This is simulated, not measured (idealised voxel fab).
The document below concerns the process module designated voxel quadruple lines.
The width of the displayed cross-section, cut, is 215 nm; its cells are square, with a size of 5 nm.
Square cells in a grid make up a cross-section in this document, and the grid is given as bands, listed from the top down, each one or more rows of cells. Look at the band entry: it leads with the top's height and the bottom's height in nm. Then it lists the materials left to right, with a width in nm for each. The word "all across" on a single material says that material fills the band edge to edge. The word "air" is empty space. Convention: height 0 is the level below which the wafer, as received, is all one material. The lowest band does not terminate at the bottom but continues downward, represented as "z 0 and below". The two numbers in a width such as "30->40" mark its ends across the band: the first belongs to the top row of cells, the second to the bottom row, and from each row to the next the width moves by the same amount. Where a step carries "nothing was modified", the cross-section came out of it unchanged, cell for cell. You'll see "Completely enclosed voids" listing empty spaces that have no way open to the top, as long as they're 8 cells or more; the notation is width x height at distance, where the distance is from the left edge, and all of it is in nm. That trailing text on a step's line, after the settings, is the simulator's own remark on the step. The line of a step may include "overlay nm". On a step with a mask, this value is how far to the right of its planned place the mask lay. A negative value means the mask lay to the left. Everything after this point is organized in pairs: a cross-section before one process step, a cross-section after it that shows only as deep as the lowest changed band, and, under the pair, the intervening step with its settings. Because different runs of this module on the same starting wafer can supply different pairs, a pair continues from the pair above it only if its entry headed "Before processing" says so.

[Before processing]
> z 0 and below | Si all across
> Completely enclosed voids: none

[State After Step]
> z 5 to 0 | SiO2 all across
> Anything lower than 0 is untouched.
> Completely enclosed voids: none
Can you name the step between the two cross-sections above? It is CONFORMAL_DEP (material SiO2; thk nm 5)

Before processing: the state before this step is the cross-section shown after the step in the pair just above.

[State After Step]
> z 20 to 5 | TiN all across
> Anything lower than 5 is untouched.
> Completely enclosed voids: none
Can you name the step between the two cross-sections above? It is DIRECTIONAL_DEP (material TiN; thk nm 15)

Before processing: the state before this step is the cross-section shown after the step in the pair just above.

[State After Step]
> z 35 to 20 | polySi all across
> Anything lower than 20 is untouched.
> Completely enclosed voids: none
Can you name the step between the two cross-sections above? It is DIRECTIONAL_DEP (material polySi; thk nm 15)

Before processing: the state before this step is the cross-section shown after the step in the pair just above.

[State After Step]
> z 60 to 35 | aC all across
> Anything lower than 35 is untouched.
> Completely enclosed voids: none
Can you name the step between the two cross-sections above? It is DIRECTIONAL_DEP (material aC; thk nm 25)

Before processing: the state before this step is the cross-section shown after the step in the pair just above.

[State After Step]
> z 95 to 60 | 90 of air; 35 of resist; 90 of air
> Anything lower than 60 is untouched.
> Completely enclosed voids: none
Can you name the step between the two cross-sections above? It is PATTERN (tone cover; mask id MANDREL; material resist; width nm 35; thk nm 35; overlay nm 0)

Before processing: the state before this step is the cross-section shown after the step in the pair just above.

[State After Step]
> z 70 to 60 | 90 of air; 35 of resist; 90 of air
> z 60 to 35 | 90 of air; 35 of aC; 90 of air
> Anything lower than 35 is untouched.
> Completely enclosed voids: none
Can you name the step between the two cross-sections above? It is DIRECTIONAL_ETCH (etch materials aC; depth nm 25)

Before processing: the state before this step is the cross-section shown after the step in the pair just above.

[State After Step]
> z 60 to 35 | 90 of air; 35 of aC; 90 of air
> Anything lower than 35 is untouched.
> Completely enclosed voids: none
Can you name the step between the two cross-sections above? It is STRIP (etch materials resist)

Before processing: the state before this step is the cross-section shown after the step in the pair just above.

[State After Step]
> z 75 to 60 | 75 of air; 65 of SiO2; 75 of air
> z 60 to 50 | 75 of air; 15 of SiO2; 35 of aC; 15 of SiO2; 75 of air
> z 50 to 35 | 90 of SiO2; 35 of aC; 90 of SiO2
> Anything lower than 35 is untouched.
> Completely enclosed voids: none
Can you name the step between the two cross-sections above? It is CONFORMAL_DEP (material SiO2; thk nm 15)

Before processing: the state before this step is the cross-section shown after the step in the pair just above.

[State After Step]
> z 60 to 35 | 75 of air; 15 of SiO2; 35 of aC; 15 of SiO2; 75 of air
> Anything lower than 35 is untouched.
> Completely enclosed voids: none
Can you name the step between the two cross-sections above? It is DIRECTIONAL_ETCH (etch materials SiO2; depth nm 15)

Before processing: the state before this step is the cross-section shown after the step in the pair just above.

[State After Step]
> z 60 to 35 | 75 of air; 15 of SiO2; 35 of air; 15 of SiO2; 75 of air
> Anything lower than 35 is untouched.
> Completely enclosed voids: none
Can you name the step between the two cross-sections above? It is STRIP (etch materials aC)

Before processing: the state before this step is the cross-section shown after the step in the pair just above.

[State After Step]
> z 60 to 35 | 75 of air; 15 of SiO2; 35 of air; 15 of SiO2; 75 of air
> z 35 to 20 | 75 of air; 15 of polySi; 35 of air; 15 of polySi; 75 of air
> Anything lower than 20 is untouched.
> Completely enclosed voids: none
Can you name the step between the two cross-sections above? It is DIRECTIONAL_ETCH (etch materials polySi; depth nm 15)

Before processing: the state before this step is the cross-section shown after the step in the pair just above.

[State After Step]
> z 35 to 20 | 75 of air; 15 of polySi; 35 of air; 15 of polySi; 75 of air
> Anything lower than 20 is untouched.
> Completely enclosed voids: none
Can you name the step between the two cross-sections above? It is STRIP (etch materials SiO2)

Before processing: the state before this step is the cross-section shown after the step in the pair just above.

[State After Step]
> z 45 to 35 | 65 of air; 35 of SiCN; 15 of air; 35 of SiCN; 65 of air
> z 35 to 30 | 65 of air; 10 of SiCN; 15 of polySi; 10 of SiCN; 15 of air; 10 of SiCN; 15 of polySi; 10 of SiCN; 65 of air
> z 30 to 20 | 75 of SiCN; 15 of polySi; 35 of SiCN; 15 of polySi; 75 of SiCN
> Anything lower than 20 is untouched.
> Completely enclosed voids: none
Can you name the step between the two cross-sections above? It is CONFORMAL_DEP (material SiCN; thk nm 10)

Before processing: the state before this step is the cross-section shown after the step in the pair just above.

[State After Step]
> z 35 to 20 | 65 of air; 10 of SiCN; 15 of polySi; 10 of SiCN; 15 of air; 10 of SiCN; 15 of polySi; 10 of SiCN; 65 of air
> Anything lower than 20 is untouched.
> Completely enclosed voids: none
Can you name the step between the two cross-sections above? It is DIRECTIONAL_ETCH (etch materials SiCN; depth nm 10)

Before processing: the state before this step is the cross-section shown after the step in the pair just above.

[State After Step]
> z 35 to 20 | 65 of air; 10 of SiCN; 15 of air; 10 of SiCN; 15 of air; 10 of SiCN; 15 of air; 10 of SiCN; 65 of air
> Anything lower than 20 is untouched.
> Completely enclosed voids: none
Can you name the step between the two cross-sections above? It is STRIP (etch materials polySi)

Before processing: the state before this step is the cross-section shown after the step in the pair just above.

[State After Step]
> z 35 to 20 | 65 of air; 10 of SiCN; 15 of air; 10 of SiCN; 15 of air; 10 of SiCN; 15 of air; 10 of SiCN; 65 of air
> z 20 to 5 | 65 of air; 10 of TiN; 15 of air; 10 of TiN; 15 of air; 10 of TiN; 15 of air; 10 of TiN; 65 of air
> Anything lower than 5 is untouched.
> Completely enclosed voids: none
Can you name the step between the two cross-sections above? It is DIRECTIONAL_ETCH (etch materials TiN; depth nm 15)

Before processing: the state before this step is the cross-section shown after the step in the pair just above.

[State After Step]
> z 20 to 5 | 65 of air; 10 of TiN; 15 of air; 10 of TiN; 15 of air; 10 of TiN; 15 of air; 10 of TiN; 65 of air
> Anything lower than 5 is untouched.
> Completely enclosed voids: none
Can you name the step between the two cross-sections above? It is STRIP (etch materials SiCN)

Before processing: the state before this step is the cross-section shown after the step in the pair just above.

[State After Step]
> z 30 to 20 | lowk all across
> z 20 to 5 | 65 of lowk; 10 of TiN; 15 of lowk; 10 of TiN; 15 of lowk; 10 of TiN; 15 of lowk; 10 of TiN; 65 of lowk
> Anything lower than 5 is untouched.
> Completely enclosed voids: none
Can you name the step between the two cross-sections above? It is FILL_DEP (material lowk; thk nm 10)

Before processing: the state before this step is the cross-section shown after the step in the pair just above.

[State After Step]
> z 20 to 5 | 65 of lowk; 10 of TiN; 15 of lowk; 10 of TiN; 15 of lowk; 10 of TiN; 15 of lowk; 10 of TiN; 65 of lowk
> Anything lower than 5 is untouched.
> Completely enclosed voids: none
Can you name the step between the two cross-sections above? It is CMP (height nm 20)

[Before processing]
> z 0 and below | Si all across
> Completely enclosed voids: none

[State After Step]
> z 15 to 0 | TiN all across
> Anything lower than 0 is untouched.
> Completely enclosed voids: none
Can you name the step between the two cross-sections above? It is DIRECTIONAL_DEP (material TiN; thk nm 15)

Before processing: the state before this step is the cross-section shown after the step in the pair just above.

[State After Step]
> z 30 to 15 | polySi all across
> Anything lower than 15 is untouched.
> Completely enclosed voids: none
Can you name the step between the two cross-sections above? It is DIRECTIONAL_DEP (material polySi; thk nm 15)

Before processing: the state before this step is the cross-section shown after the step in the pair just above.

[State After Step]
> z 55 to 30 | aC all across
> Anything lower than 30 is untouched.
> Completely enclosed voids: none
Can you name the step between the two cross-sections above? It is DIRECTIONAL_DEP (material aC; thk nm 25)

Before processing: the state before this step is the cross-section shown after the step in the pair just above.

[State After Step]
> z 90 to 55 | 90 of air; 35 of resist; 90 of air
> Anything lower than 55 is untouched.
> Completely enclosed voids: none
Can you name the step between the two cross-sections above? It is PATTERN (tone cover; mask id MANDREL; material resist; width nm 35; thk nm 35; overlay nm 0)

Before processing: the state before this step is the cross-section shown after the step in the pair just above.

[State After Step]
> z 65 to 55 | 90 of air; 35 of resist; 90 of air
> z 55 to 30 | 90 of air; 35 of aC; 90 of air
> Anything lower than 30 is untouched.
> Completely enclosed voids: none
Can you name the step between the two cross-sections above? It is DIRECTIONAL_ETCH (etch materials aC; depth nm 25)

Before processing: the state before this step is the cross-section shown after the step in the pair just above.

[State After Step]
> z 55 to 30 | 90 of air; 35 of aC; 90 of air
> Anything lower than 30 is untouched.
> Completely enclosed voids: none
Can you name the step between the two cross-sections above? It is STRIP (etch materials resist)

Before processing: the state before this step is the cross-section shown after the step in the pair just above.

[State After Step]
> z 70 to 55 | 75 of air; 65 of SiO2; 75 of air
> z 55 to 45 | 75 of air; 15 of SiO2; 35 of aC; 15 of SiO2; 75 of air
> z 45 to 30 | 90 of SiO2; 35 of aC; 90 of SiO2
> Anything lower than 30 is untouched.
> Completely enclosed voids: none
Can you name the step between the two cross-sections above? It is CONFORMAL_DEP (material SiO2; thk nm 15)

Before processing: the state before this step is the cross-section shown after the step in the pair just above.

[State After Step]
> z 55 to 30 | 75 of air; 15 of SiO2; 35 of aC; 15 of SiO2; 75 of air
> Anything lower than 30 is untouched.
> Completely enclosed voids: none
Can you name the step between the two cross-sections above? It is DIRECTIONAL_ETCH (etch materials SiO2; depth nm 15)

Before processing: the state before this step is the cross-section shown after the step in the pair just above.

[State After Step]
> z 55 to 30 | 75 of air; 15 of SiO2; 35 of air; 15 of SiO2; 75 of air
> Anything lower than 30 is untouched.
> Completely enclosed voids: none
Can you name the step between the two cross-sections above? It is STRIP (etch materials aC)

Before processing: the state before this step is the cross-section shown after the step in the pair just above.

[State After Step]
> z 55 to 30 | 75 of air; 15 of SiO2; 35 of air; 15 of SiO2; 75 of air
> z 30 to 15 | 75 of air; 15 of polySi; 35 of air; 15 of polySi; 75 of air
> Anything lower than 15 is untouched.
> Completely enclosed voids: none
Can you name the step between the two cross-sections above? It is DIRECTIONAL_ETCH (etch materials polySi; depth nm 15)

Before processing: the state before this step is the cross-section shown after the step in the pair just above.

[State After Step]
> z 30 to 15 | 75 of air; 15 of polySi; 35 of air; 15 of polySi; 75 of air
> Anything lower than 15 is untouched.
> Completely enclosed voids: none
Can you name the step between the two cross-sections above? It is STRIP (etch materials SiO2)

Before processing: the state before this step is the cross-section shown after the step in the pair just above.

[State After Step]
> z 40 to 30 | 65 of air; 35 of SiCN; 15 of air; 35 of SiCN; 65 of air
> z 30 to 25 | 65 of air; 10 of SiCN; 15 of polySi; 10 of SiCN; 15 of air; 10 of SiCN; 15 of polySi; 10 of SiCN; 65 of air
> z 25 to 15 | 75 of SiCN; 15 of polySi; 35 of SiCN; 15 of polySi; 75 of SiCN
> Anything lower than 15 is untouched.
> Completely enclosed voids: none
Can you name the step between the two cross-sections above? It is CONFORMAL_DEP (material SiCN; thk nm 10)

Before processing: the state before this step is the cross-section shown after the step in the pair just above.

[State After Step]
> z 30 to 15 | 65 of air; 10 of SiCN; 15 of polySi; 10 of SiCN; 15 of air; 10 of SiCN; 15 of polySi; 10 of SiCN; 65 of air
> Anything lower than 15 is untouched.
> Completely enclosed voids: none
Can you name the step between the two cross-sections above? It is DIRECTIONAL_ETCH (etch materials SiCN; depth nm 10)

Before processing: the state before this step is the cross-section shown after the step in the pair just above.

[State After Step]
> z 30 to 15 | 65 of air; 10 of SiCN; 15 of air; 10 of SiCN; 15 of air; 10 of SiCN; 15 of air; 10 of SiCN; 65 of air
> Anything lower than 15 is untouched.
> Completely enclosed voids: none
Can you name the step between the two cross-sections above? It is STRIP (etch materials polySi)

Before processing: the state before this step is the cross-section shown after the step in the pair just above.

[State After Step]
> z 30 to 15 | 65 of air; 10 of SiCN; 15 of air; 10 of SiCN; 15 of air; 10 of SiCN; 15 of air; 10 of SiCN; 65 of air
> z 15 to 0 | 65 of air; 10 of TiN; 15 of air; 10 of TiN; 15 of air; 10 of TiN; 15 of air; 10 of TiN; 65 of air
> Anything lower than 0 is untouched.
> Completely enclosed voids: none
Can you name the step between the two cross-sections above? It is DIRECTIONAL_ETCH (etch materials TiN; depth nm 15)

Before processing: the state before this step is the cross-section shown after the step in the pair just above.

[State After Step]
> z 15 to 0 | 65 of air; 10 of TiN; 15 of air; 10 of TiN; 15 of air; 10 of TiN; 15 of air; 10 of TiN; 65 of air
> Anything lower than 0 is untouched.
> Completely enclosed voids: none
Can you name the step between the two cross-sections above? It is STRIP (etch materials SiCN)

Before processing: the state before this step is the cross-section shown after the step in the pair just above.

[State After Step]
> z 25 to 15 | lowk all across
> z 15 to 0 | 65 of lowk; 10 of TiN; 15 of lowk; 10 of TiN; 15 of lowk; 10 of TiN; 15 of lowk; 10 of TiN; 65 of lowk
> Anything lower than 0 is untouched.
> Completely enclosed voids: none
Can you name the step between the two cross-sections above? It is FILL_DEP (material lowk; thk nm 10)

Before processing: the state before this step is the cross-section shown after the step in the pair just above.

[State After Step]
> z 20 to 15 | lowk all across
> Anything lower than 15 is untouched.
> Completely enclosed voids: none
Can you name the step between the two cross-sections above? It is CMP (height nm 20)

[Before processing]
> z 5 to 0 | SiO2 all across
> z 0 and below | Si all across
> Completely enclosed voids: none

[State After Step]
> z 20 to 5 | polySi all across
> Anything lower than 5 is untouched.
> Completely enclosed voids: none
Can you name the step between the two cross-sections above? It is DIRECTIONAL_DEP (material polySi; thk nm 15)

Before processing: the state before this step is the cross-section shown after the step in the pair just above.

[State After Step]
> z 35 to 20 | TiN all across
> Anything lower than 20 is untouched.
> Completely enclosed voids: none
Can you name the step between the two cross-sections above? It is DIRECTIONAL_DEP (material TiN; thk nm 15)

Before processing: the state before this step is the cross-section shown after the step in the pair just above.

[State After Step]
> z 60 to 35 | aC all across
> Anything lower than 35 is untouched.
> Completely enclosed voids: none
Can you name the step between the two cross-sections above? It is DIRECTIONAL_DEP (material aC; thk nm 25)

Before processing: the state before this step is the cross-section shown after the step in the pair just above.

[State After Step]
> z 95 to 60 | 90 of air; 35 of resist; 90 of air
> Anything lower than 60 is untouched.
> Completely enclosed voids: none
Can you name the step between the two cross-sections above? It is PATTERN (tone cover; mask id MANDREL; material resist; width nm 35; thk nm 35; overlay nm 0)

Before processing: the state before this step is the cross-section shown after the step in the pair just above.

[State After Step]
> z 70 to 60 | 90 of air; 35 of resist; 90 of air
> z 60 to 35 | 90 of air; 35 of aC; 90 of air
> Anything lower than 35 is untouched.
> Completely enclosed voids: none
Can you name the step between the two cross-sections above? It is DIRECTIONAL_ETCH (etch materials aC; depth nm 25)

Before processing: the state before this step is the cross-section shown after the step in the pair just above.

[State After Step]
> z 60 to 35 | 90 of air; 35 of aC; 90 of air
> Anything lower than 35 is untouched.
> Completely enclosed voids: none
Can you name the step between the two cross-sections above? It is STRIP (etch materials resist)

Before processing: the state before this step is the cross-section shown after the step in the pair just above.

[State After Step]
> z 75 to 60 | 75 of air; 65 of SiO2; 75 of air
> z 60 to 50 | 75 of air; 15 of SiO2; 35 of aC; 15 of SiO2; 75 of air
> z 50 to 35 | 90 of SiO2; 35 of aC; 90 of SiO2
> Anything lower than 35 is untouched.
> Completely enclosed voids: none
Can you name the step between the two cross-sections above? It is CONFORMAL_DEP (material SiO2; thk nm 15)

Before processing: the state before this step is the cross-section shown after the step in the pair just above.

[State After Step]
> z 60 to 35 | 75 of air; 15 of SiO2; 35 of aC; 15 of SiO2; 75 of air
> Anything lower than 35 is untouched.
> Completely enclosed voids: none
Can you name the step between the two cross-sections above? It is DIRECTIONAL_ETCH (etch materials SiO2; depth nm 15)

Before processing: the state before this step is the cross-section shown after the step in the pair just above.

[State After Step]
> z 60 to 35 | 75 of air; 15 of SiO2; 35 of air; 15 of SiO2; 75 of air
> Anything lower than 35 is untouched.
> Completely enclosed voids: none
Can you name the step between the two cross-sections above? It is STRIP (etch materials aC)

Before processing: the state before this step is the cross-section shown after the step in the pair just above.

[State After Step]
> z 35 to 20 | TiN all across
> Anything lower than 20 is untouched.
> Completely enclosed voids: none
Can you name the step between the two cross-sections above? It is STRIP (etch materials SiO2)

Before processing: the state before this step is the cross-section shown after the step in the pair just above.

[State After Step]
> z 45 to 35 | SiCN all across
> Anything lower than 35 is untouched.
> Completely enclosed voids: none
Can you name the step between the two cross-sections above? It is CONFORMAL_DEP (material SiCN; thk nm 10)

Before processing: the state before this step is the cross-section shown after the step in the pair just above.

[State After Step]
> z 35 to 20 | TiN all across
> Anything lower than 20 is untouched.
> Completely enclosed voids: none
Can you name the step between the two cross-sections above? It is DIRECTIONAL_ETCH (etch materials SiCN; depth nm 10)

Before processing: the state before this step is the cross-section shown after the step in the pair just above.

[State After Step]
> z 20 to 5 | polySi all across
> Anything lower than 5 is untouched.
> Completely enclosed voids: none
Can you name the step between the two cross-sections above? It is DIRECTIONAL_ETCH (etch materials TiN; depth nm 15)

Before processing: the state before this step is the cross-section shown after the step in the pair just above.

[State After Step]
> z 30 to 20 | lowk all across
> Anything lower than 20 is untouched.
> Completely enclosed voids: none
Can you name the step between the two cross-sections above? It is FILL_DEP (material lowk; thk nm 10)

Before processing: the state before this step is the cross-section shown after the step in the pair just above.

[State After Step]
> z 20 to 5 | polySi all across
> Anything lower than 5 is untouched.
> Completely enclosed voids: none
Can you name the step between the two cross-sections above? It is CMP (height nm 20)

[Before processing]
> z 5 to 0 | SiO2 all across
> z 0 and below | Si all across
> Completely enclosed voids: none

[State After Step]
> z 15 to 5 | TiN all across
> Anything lower than 5 is untouched.
> Completely enclosed voids: none
Can you name the step between the two cross-sections above? It is DIRECTIONAL_DEP (material TiN; thk nm 10)

Before processing: the state before this step is the cross-section shown after the step in the pair just above.

[State After Step]
> z 30 to 15 | polySi all across
> Anything lower than 15 is untouched.
> Completely enclosed voids: none
Can you name the step between the two cross-sections above? It is DIRECTIONAL_DEP (material polySi; thk nm 15)

Before processing: the state before this step is the cross-section shown after the step in the pair just above.

[State After Step]
> z 55 to 30 | aC all across
> Anything lower than 30 is untouched.
> Completely enclosed voids: none
Can you name the step between the two cross-sections above? It is DIRECTIONAL_DEP (material aC; thk nm 25)

Before processing: the state before this step is the cross-section shown after the step in the pair just above.

[State After Step]
> z 90 to 55 | 90 of air; 35 of resist; 90 of air
> Anything lower than 55 is untouched.
> Completely enclosed voids: none
Can you name the step between the two cross-sections above? It is PATTERN (tone cover; mask id MANDREL; material resist; width nm 35; thk nm 35; overlay nm 0)

Before processing: the state before this step is the cross-section shown after the step in the pair just above.

[State After Step]
> z 65 to 55 | 90 of air; 35 of resist; 90 of air
> z 55 to 30 | 90 of air; 35 of aC; 90 of air
> Anything lower than 30 is untouched.
> Completely enclosed voids: none
Can you name the step between the two cross-sections above? It is DIRECTIONAL_ETCH (etch materials aC; depth nm 25)

Before processing: the state before this step is the cross-section shown after the step in the pair just above.

[State After Step]
> z 55 to 30 | 90 of air; 35 of aC; 90 of air
> Anything lower than 30 is untouched.
> Completely enclosed voids: none
Can you name the step between the two cross-sections above? It is STRIP (etch materials resist)

Before processing: the state before this step is the cross-section shown after the step in the pair just above.

[State After Step]
> z 70 to 55 | 75 of air; 65 of SiO2; 75 of air
> z 55 to 45 | 75 of air; 15 of SiO2; 35 of aC; 15 of SiO2; 75 of air
> z 45 to 30 | 90 of SiO2; 35 of aC; 90 of SiO2
> Anything lower than 30 is untouched.
> Completely enclosed voids: none
Can you name the step between the two cross-sections above? It is CONFORMAL_DEP (material SiO2; thk nm 15)

Before processing: the state before this step is the cross-section shown after the step in the pair just above.

[State After Step]
> z 55 to 30 | 75 of air; 15 of SiO2; 35 of aC; 15 of SiO2; 75 of air
> Anything lower than 30 is untouched.
> Completely enclosed voids: none
Can you name the step between the two cross-sections above? It is DIRECTIONAL_ETCH (etch materials SiO2; depth nm 15)

Before processing: the state before this step is the cross-section shown after the step in the pair just above.

[State After Step]
> z 55 to 30 | 75 of air; 15 of SiO2; 35 of air; 15 of SiO2; 75 of air
> Anything lower than 30 is untouched.
> Completely enclosed voids: none
Can you name the step between the two cross-sections above? It is STRIP (etch materials aC)

Before processing: the state before this step is the cross-section shown after the step in the pair just above.

[State After Step]
> z 55 to 30 | 75 of air; 15 of SiO2; 35 of air; 15 of SiO2; 75 of air
> z 30 to 15 | 75 of air; 15 of polySi; 35 of air; 15 of polySi; 75 of air
> Anything lower than 15 is untouched.
> Completely enclosed voids: none
Can you name the step between the two cross-sections above? It is DIRECTIONAL_ETCH (etch materials polySi; depth nm 15)

Before processing: the state before this step is the cross-section shown after the step in the pair just above.

[State After Step]
> z 30 to 15 | 75 of air; 15 of polySi; 35 of air; 15 of polySi; 75 of air
> Anything lower than 15 is untouched.
> Completely enclosed voids: none
Can you name the step between the two cross-sections above? It is STRIP (etch materials SiO2)

Before processing: the state before this step is the cross-section shown after the step in the pair just above.

[State After Step]
> z 40 to 30 | 65 of air; 35 of SiCN; 15 of air; 35 of SiCN; 65 of air
> z 30 to 25 | 65 of air; 10 of SiCN; 15 of polySi; 10 of SiCN; 15 of air; 10 of SiCN; 15 of polySi; 10 of SiCN; 65 of air
> z 25 to 15 | 75 of SiCN; 15 of polySi; 35 of SiCN; 15 of polySi; 75 of SiCN
> Anything lower than 15 is untouched.
> Completely enclosed voids: none
Can you name the step between the two cross-sections above? It is CONFORMAL_DEP (material SiCN; thk nm 10)

Before processing: the state before this step is the cross-section shown after the step in the pair just above.

[State After Step]
> z 30 to 15 | 65 of air; 10 of SiCN; 15 of polySi; 10 of SiCN; 15 of air; 10 of SiCN; 15 of polySi; 10 of SiCN; 65 of air
> Anything lower than 15 is untouched.
> Completely enclosed voids: none
Can you name the step between the two cross-sections above? It is DIRECTIONAL_ETCH (etch materials SiCN; depth nm 10)

Before processing: the state before this step is the cross-section shown after the step in the pair just above.

[State After Step]
> z 30 to 15 | 65 of air; 10 of SiCN; 15 of air; 10 of SiCN; 15 of air; 10 of SiCN; 15 of air; 10 of SiCN; 65 of air
> Anything lower than 15 is untouched.
> Completely enclosed voids: none
Can you name the step between the two cross-sections above? It is STRIP (etch materials polySi)

Before processing: the state before this step is the cross-section shown after the step in the pair just above.

[State After Step]
> z 30 to 15 | 65 of air; 10 of SiCN; 15 of air; 10 of SiCN; 15 of air; 10 of SiCN; 15 of air; 10 of SiCN; 65 of air
> z 15 to 5 | 65 of air; 10 of TiN; 15 of air; 10 of TiN; 15 of air; 10 of TiN; 15 of air; 10 of TiN; 65 of air
> Anything lower than 5 is untouched.
> Completely enclosed voids: none
Can you name the step between the two cross-sections above? It is DIRECTIONAL_ETCH (etch materials TiN; depth nm 15)

Before processing: the state before this step is the cross-section shown after the step in the pair just above.

[State After Step]
> z 15 to 5 | 65 of air; 10 of TiN; 15 of air; 10 of TiN; 15 of air; 10 of TiN; 15 of air; 10 of TiN; 65 of air
> Anything lower than 5 is untouched.
> Completely enclosed voids: none
Can you name the step between the two cross-sections above? It is STRIP (etch materials SiCN)

Before processing: the state before this step is the cross-section shown after the step in the pair just above.

[State After Step]
> z 25 to 15 | lowk all across
> z 15 to 5 | 65 of lowk; 10 of TiN; 15 of lowk; 10 of TiN; 15 of lowk; 10 of TiN; 15 of lowk; 10 of TiN; 65 of lowk
> Anything lower than 5 is untouched.
> Completely enclosed voids: none
Can you name the step between the two cross-sections above? It is FILL_DEP (material lowk; thk nm 10)

Before processing: the state before this step is the cross-section shown after the step in the pair just above.

[State After Step]
> z 20 to 15 | lowk all across
> Anything lower than 15 is untouched.
> Completely enclosed voids: none
Can you name the step between the two cross-sections above? It is CMP (height nm 20)

[Before processing]
> z 60 to 35 | aC all across
> z 35 to 20 | polySi all across
> z 20 to 5 | TiN all across
> z 5 to 0 | SiO2 all across
> z 0 and below | Si all across
> Completely enclosed voids: none

[State After Step]
> z 95 to 60 | 95 of air; 30 of resist; 90 of air
> Anything lower than 60 is untouched.
> Completely enclosed voids: none
Can you name the step between the two cross-sections above? It is PATTERN (tone cover; mask id MANDREL; material resist; width nm 30; thk nm 35; overlay nm 0)

Before processing: the state before this step is the cross-section shown after the step in the pair just above.

[State After Step]
> z 70 to 60 | 95 of air; 30 of resist; 90 of air
> z 60 to 35 | 95 of air; 30 of aC; 90 of air
> Anything lower than 35 is untouched.
> Completely enclosed voids: none
Can you name the step between the two cross-sections above? It is DIRECTIONAL_ETCH (etch materials aC; depth nm 25)

Before processing: the state before this step is the cross-section shown after the step in the pair just above.

[State After Step]
> z 60 to 35 | 95 of air; 30 of aC; 90 of air
> Anything lower than 35 is untouched.
> Completely enclosed voids: none
Can you name the step between the two cross-sections above? It is STRIP (etch materials resist)

Before processing: the state before this step is the cross-section shown after the step in the pair just above.

[State After Step]
> z 75 to 60 | 80 of air; 60 of SiO2; 75 of air
> z 60 to 50 | 80 of air; 15 of SiO2; 30 of aC; 15 of SiO2; 75 of air
> z 50 to 35 | 95 of SiO2; 30 of aC; 90 of SiO2
> Anything lower than 35 is untouched.
> Completely enclosed voids: none
Can you name the step between the two cross-sections above? It is CONFORMAL_DEP (material SiO2; thk nm 15)

Before processing: the state before this step is the cross-section shown after the step in the pair just above.

[State After Step]
> z 60 to 35 | 80 of air; 15 of SiO2; 30 of aC; 15 of SiO2; 75 of air
> Anything lower than 35 is untouched.
> Completely enclosed voids: none
Can you name the step between the two cross-sections above? It is DIRECTIONAL_ETCH (etch materials SiO2; depth nm 15)

Before processing: the state before this step is the cross-section shown after the step in the pair just above.

[State After Step]
> z 60 to 35 | 80 of air; 15 of SiO2; 30 of air; 15 of SiO2; 75 of air
> Anything lower than 35 is untouched.
> Completely enclosed voids: none
Can you name the step between the two cross-sections above? It is STRIP (etch materials aC)

Before processing: the state before this step is the cross-section shown after the step in the pair just above.

[State After Step]
> z 60 to 35 | 80 of air; 15 of SiO2; 30 of air; 15 of SiO2; 75 of air
> z 35 to 20 | 80 of air; 15 of polySi; 30 of air; 15 of polySi; 75 of air
> Anything lower than 20 is untouched.
> Completely enclosed voids: none
Can you name the step between the two cross-sections above? It is DIRECTIONAL_ETCH (etch materials polySi; depth nm 15)

Before processing: the state before this step is the cross-section shown after the step in the pair just above.

[State After Step]
> z 35 to 20 | 80 of air; 15 of polySi; 30 of air; 15 of polySi; 75 of air
> Anything lower than 20 is untouched.
> Completely enclosed voids: none
Can you name the step between the two cross-sections above? It is STRIP (etch materials SiO2)

Before processing: the state before this step is the cross-section shown after the step in the pair just above.

[State After Step]
> z 45 to 35 | 70 of air; 35 of SiCN; 10 of air; 35 of SiCN; 65 of air
> z 35 to 30 | 70 of air; 10 of SiCN; 15 of polySi; 10 of SiCN; 10 of air; 10 of SiCN; 15 of polySi; 10 of SiCN; 65 of air
> z 30 to 20 | 80 of SiCN; 15 of polySi; 30 of SiCN; 15 of polySi; 75 of SiCN
> Anything lower than 20 is untouched.
> Completely enclosed voids: none
Can you name the step between the two cross-sections above? It is CONFORMAL_DEP (material SiCN; thk nm 10)

Before processing: the state before this step is the cross-section shown after the step in the pair just above.

[State After Step]
> z 35 to 20 | 70 of air; 10 of SiCN; 15 of polySi; 10 of SiCN; 10 of air; 10 of SiCN; 15 of polySi; 10 of SiCN; 65 of air
> Anything lower than 20 is untouched.
> Completely enclosed voids: none
Can you name the step between the two cross-sections above? It is DIRECTIONAL_ETCH (etch materials SiCN; depth nm 10)

Before processing: the state before this step is the cross-section shown after the step in the pair just above.

[State After Step]
> z 35 to 20 | 70 of air; 10 of SiCN; 15 of air; 10 of SiCN; 10 of air; 10 of SiCN; 15 of air; 10 of SiCN; 65 of air
> Anything lower than 20 is untouched.
> Completely enclosed voids: none
Can you name the step between the two cross-sections above? It is STRIP (etch materials polySi)

Before processing: the state before this step is the cross-section shown after the step in the pair just above.

[State After Step]
> z 35 to 20 | 70 of air; 10 of SiCN; 15 of air; 10 of SiCN; 10 of air; 10 of SiCN; 15 of air; 10 of SiCN; 65 of air
> z 20 to 5 | 70 of air; 10 of TiN; 15 of air; 10 of TiN; 10 of air; 10 of TiN; 15 of air; 10 of TiN; 65 of air
> Anything lower than 5 is untouched.
> Completely enclosed voids: none
Can you name the step between the two cross-sections above? It is DIRECTIONAL_ETCH (etch materials TiN; depth nm 15)

Before processing: the state before this step is the cross-section shown after the step in the pair just above.

[State After Step]
> z 20 to 5 | 70 of air; 10 of TiN; 15 of air; 10 of TiN; 10 of air; 10 of TiN; 15 of air; 10 of TiN; 65 of air
> Anything lower than 5 is untouched.
> Completely enclosed voids: none
Can you name the step between the two cross-sections above? It is STRIP (etch materials SiCN)

Before processing: the state before this step is the cross-section shown after the step in the pair just above.

[State After Step]
> z 30 to 20 | lowk all across
> z 20 to 5 | 70 of lowk; 10 of TiN; 15 of lowk; 10 of TiN; 10 of lowk; 10 of TiN; 15 of lowk; 10 of TiN; 65 of lowk
> Anything lower than 5 is untouched.
> Completely enclosed voids: none
Can you name the step between the two cross-sections above? It is FILL_DEP (material lowk; thk nm 10)

Before processing: the state before this step is the cross-section shown after the step in the pair just above.

[State After Step]
> z 20 to 5 | 70 of lowk; 10 of TiN; 15 of lowk; 10 of TiN; 10 of lowk; 10 of TiN; 15 of lowk; 10 of TiN; 65 of lowk
> Anything lower than 5 is untouched.
> Completely enclosed voids: none
Can you name the step between the two cross-sections above? It is CMP (height nm 20)
